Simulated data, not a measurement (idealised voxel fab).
voxel trench capacitor: a process module
The figure presents cross-section cut, which has a width of 300 nm and is divided into square cells with an edge length of 5 nm.
When this document writes out a cross-section, it uses a grid of square cells and lists it as bands, beginning at the top and moving down, with a band standing for one or more rows of cells. Band entry format. Leading values: height of top, height of bottom, nm. Remainder: materials in left-to-right order, each with its width in nm. Special words: "full width" on a single material, which then fills the band edge to edge; "blank", empty space. The reference from which all heights are counted is 0, the level beneath which the as-received wafer is entirely one material; the lowest band, having no lower bound, proceeds downward and is written after the example "0 down". A two-number width, for instance "30->40", indicates that the width is equal to the first number in the top row of the band and to the second number in the bottom row, and that it changes by a constant amount per row of cells. Any step labelled "all unchanged" changed none of the cells in the cross-section. Entry "Sealed void listing" = empty spaces >= 8 cells with no open way to the top; each as width x height at distance, distance from left edge, all nm. On a step's line, text after the settings is the simulator commenting on that step. "overlay nm" denotes, for a step that has a mask, the displacement of the mask to the right of its planned place, with negative values corresponding to the left.

-- Planned process steps
1. RECEIVE [material Si]
2. CONFORMAL_DEP [material SiN] [thk nm 5]
3. DIRECTIONAL_DEP [material aC] [thk nm 10]
4. PATTERN [tone open] [mask id TRENCH] [material resist] [width nm 15] [pitch nm 35] [thk nm 25] [overlay nm 0]
5. DIRECTIONAL_ETCH [etch materials aC] [depth nm 10]
6. STRIP [etch materials resist]
7. DIRECTIONAL_ETCH [etch materials SiN] [depth nm 5]
8. DIRECTIONAL_ETCH [etch materials Si] [depth nm 40]
9. STRIP [etch materials aC]
10. CONFORMAL_DEP [material SiO2] [thk nm 5]
11. FILL_DEP [material polySi] [thk nm 5]
12. CMP [height nm 5]

-- The cross-section here shows the wafer as received, i.e. in its state after step 1
	0 down: Si full width
	Sealed void listing: none

-- This is how the wafer looks in cross-section once the module is done, given the starting state and plan above and one mistake in carrying the plan out
	5 to 0: SiN (90)  SiO2 (5)  polySi (5)  SiO2 (5)  SiN (20)  SiO2 (5)  polySi (5)  SiO2 (5)  SiN (20)  SiO2 (5)  polySi (5)  SiO2 (5)  SiN (20)  SiO2 (5)  polySi (5)  SiO2 (5)  SiN (90)
	0 to -25: Si (90)  SiO2 (5)  polySi (5)  SiO2 (5)  Si (20)  SiO2 (5)  polySi (5)  SiO2 (5)  Si (20)  SiO2 (5)  polySi (5)  SiO2 (5)  Si (20)  SiO2 (5)  polySi (5)  SiO2 (5)  Si (90)
	-25 to -30: Si (90)  SiO2 (15)  Si (20)  SiO2 (15)  Si (20)  SiO2 (15)  Si (20)  SiO2 (15)  Si (90)
	-30 down: Si full width
	Sealed void listing: none
So what did we get wrong on this run? note that step 8 departed from the planned setting and was carried out as DIRECTIONAL_ETCH [etch materials Si] [depth nm 30]
